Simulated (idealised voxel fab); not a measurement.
Name of the process module below: voxel self aligned vias
It is cross-section cut that appears here, measuring 290 nm in width, its square cells being 5 nm in size.
Square cells in a grid make up a cross-section in this document, and the grid is given as bands, listed from the top down, each one or more rows of cells. What a band's entry tells you: where the top is and where the bottom is, as heights in nm, and after that what lies inside, material by material from left to right, each with its width in nm. Empty space is written as the word "empty", and a single material marked with the word "full width" occupies the band from edge to edge. Heights from 0 (as-received wafer is one material below). Bottom band endless downward, as "from 0 down". Graded width ("30 to 40"): value in top row of band = first number; value in bottom row = second number; row-to-row change constant. When a step is marked "nothing changed", none of the cells in the cross-section changed during that step. Look at "Sealed voids" for the closed voids: empty spaces with no open path to the top, sized 8 cells or up. Each is width x height at distance, distance from the left edge, all nm. Text after the settings on a step's line: the simulator's own remark on that step. "overlay nm", when on a step's line for a step with a mask, measures how far to the right of its planned place the mask lay; a negative measure means to the left.
The following list gives the planned process steps:
step 1: op RECEIVE | material Si
step 2: op CONFORMAL_DEP | material SiO2 | thk nm 15
step 3: op CONFORMAL_DEP | material SiCN | thk nm 5
step 4: op DIRECTIONAL_DEP | material lowk | thk nm 20
step 5: op DIRECTIONAL_DEP | material aC | thk nm 15
step 6: op PATTERN | tone open | mask id LINES | material resist | width nm 30 | pitch nm 75 | thk nm 35 | overlay nm 0
step 7: op DIRECTIONAL_ETCH | etch materials aC | depth nm 15
step 8: op STRIP | etch materials resist
step 9: op DIRECTIONAL_ETCH | etch materials lowk | depth nm 20
step 10: op STRIP | etch materials aC
step 11: op CONFORMAL_DEP | material TiN | thk nm 5
step 12: op FILL_DEP | material W | thk nm 5
step 13: op CMP | height nm 40
step 14: op SELECTIVE_ETCH | etch materials W Ru TiN | depth nm 10
step 15: op FILL_DEP | material SiN | thk nm 5
step 16: op CMP | height nm 40
step 17: op DIRECTIONAL_DEP | material lowk | thk nm 15
step 18: op MASKED_ETCH | tone open | mask id VIAS | width nm 50 | pitch nm 75 | etch materials lowk | depth nm 15 | overlay nm 0
step 19: op MASKED_ETCH | tone open | mask id VIAS | width nm 50 | pitch nm 75 | etch materials SiN | depth nm 10 | overlay nm 0
step 20: op CONFORMAL_DEP | material TiN | thk nm 5
step 21: op FILL_DEP | material Ru | thk nm 10
step 22: op CMP | height nm 55
step 23: op CONFORMAL_DEP | material SiCN | thk nm 5
As-received state of the wafer in cross-section, equivalent to post-step 1:
	from 0 down: Si full width
	Sealed voids: none
Run as planned - first of the two wafers cross-sectioned at the end of the module:
	from 60 to 55: SiCN full width
	from 55 to 45: 45 lowk | 5 TiN | 40 Ru | 5 TiN | 25 lowk | 5 TiN | 40 Ru | 5 TiN | 25 lowk | 5 TiN | 40 Ru | 5 TiN | 45 lowk
	from 45 to 35: 45 to 55 lowk | 15 to 5 TiN | 20 Ru | 15 to 5 TiN | 25 to 45 lowk | 15 to 5 TiN | 20 Ru | 15 to 5 TiN | 25 to 45 lowk | 15 to 5 TiN | 20 Ru | 15 to 5 TiN | 45 to 55 lowk
	from 35 to 30: 55 lowk | 30 TiN | 45 lowk | 30 TiN | 45 lowk | 30 TiN | 55 lowk
	from 30 to 25: 55 lowk | 5 TiN | 20 W | 5 TiN | 45 lowk | 5 TiN | 20 W | 5 TiN | 45 lowk | 5 TiN | 20 W | 5 TiN | 55 lowk
	from 25 to 20: 55 lowk | 30 TiN | 45 lowk | 30 TiN | 45 lowk | 30 TiN | 55 lowk
	from 20 to 15: SiCN full width
	from 15 to 0: SiO2 full width
	from 0 down: Si full width
	Sealed voids: none
Cross-sectional view of the second of two wafers upon completion of the module. This wafer shared its starting condition and process plan with the first; one error was made during its execution:
	from 60 to 55: SiCN full width
	from 55 to 45: 45 lowk | 5 TiN | 40 Ru | 5 TiN | 25 lowk | 5 TiN | 40 Ru | 5 TiN | 25 lowk | 5 TiN | 40 Ru | 5 TiN | 45 lowk
	from 45 to 40: 45 lowk | 50 TiN | 25 lowk | 50 TiN | 25 lowk | 50 TiN | 45 lowk
	from 40 to 30: 45 SiN | 10 TiN | 30 lowk | 10 TiN | 25 SiN | 10 TiN | 30 lowk | 10 TiN | 25 SiN | 10 TiN | 30 lowk | 10 TiN | 45 SiN
	from 30 to 25: 50 W | 5 TiN | 30 lowk | 5 TiN | 35 W | 5 TiN | 30 lowk | 5 TiN | 35 W | 5 TiN | 30 lowk | 5 TiN | 50 W
	from 25 to 20: 55 TiN | 30 lowk | 45 TiN | 30 lowk | 45 TiN | 30 lowk | 55 TiN
	from 20 to 15: SiCN full width
	from 15 to 0: SiO2 full width
	from 0 down: Si full width
	Sealed voids: none
Deviation noted in wafer processing: step 6 changed vs plan, executed as op PATTERN | tone cover | mask id LINES | material resist | width nm 30 | pitch nm 75 | thk nm 35 | overlay nm 0
The second wafer ends with more or fewer cells of some materials than the first, per final count: Ru: 24 fewer; SiN: 56 more; TiN: 34 more; W: 22 more; lowk: 88 fewer
